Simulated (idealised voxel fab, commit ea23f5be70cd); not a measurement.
process module | voxel plated lines
cross-section cut | 260 nm wide | cells 5 nm
A cross-section is a grid of square cells, given in bands from the top down. A band is one or more rows of cells.
Each band's line starts with the height of the band's top and of its bottom, in nm. Then come its materials from left to right, each with its width in nm. One material with "throughout" fills the band from edge to edge. "air" is empty space.
Height 0 is the level under which the wafer as received is all one material. The lowest band goes on downwards, as in "0 down".
A width such as "30 to 40" changes by the same amount from each row of cells to the next, from the band's top row to its bottom row.
"no change" after a step means that no cell of the cross-section changed.
closed voids: empty space of 8 cells or more with no open way to the top, each as width x height at its distance from the left edge, in nm
after a step's settings: what the simulator itself notes on the step
overlay nm, on a step with a mask: how far to the right of its planned place the mask lay; to the left if negative
plan
1 op RECEIVE | material Si
2 op CONFORMAL_DEP | material SiO2 | thk nm 10
3 op DIRECTIONAL_DEP | material TiN | thk nm 5
4 op PATTERN | tone open | mask id LINES | material resist | width nm 20 | pitch nm 35 | thk nm 35 | overlay nm 0
5 op EPI | material Ru | thk nm 10
6 op EPI | material Ru | thk nm 5
7 op EPI | material Ru | thk nm 5
8 op STRIP | etch materials resist
9 op DIRECTIONAL_ETCH | etch materials TiN | depth nm 5
10 op CONFORMAL_DEP | material SiN | thk nm 5
as received, after step 1
  0 down: Si throughout
  closed voids: none
a wafer at the end: this start, this plan, one mistake
  40 to 35: air 75 | SiN 110 | air 75
  35 to 25: air 75 | SiN 5 | Ru 30 | SiN 5 | Ru 30 | SiN 5 | Ru 30 | SiN 5 | air 75
  25 to 20: SiN 80 | Ru 30 | SiN 5 | Ru 30 | SiN 5 | Ru 30 | SiN 80
  20 to 15: Ru throughout
  15 to 10: TiN throughout
  10 to 0: SiO2 throughout
  0 down: Si throughout
  closed voids: none
what went wrong: steps 7 and 8 were swapped
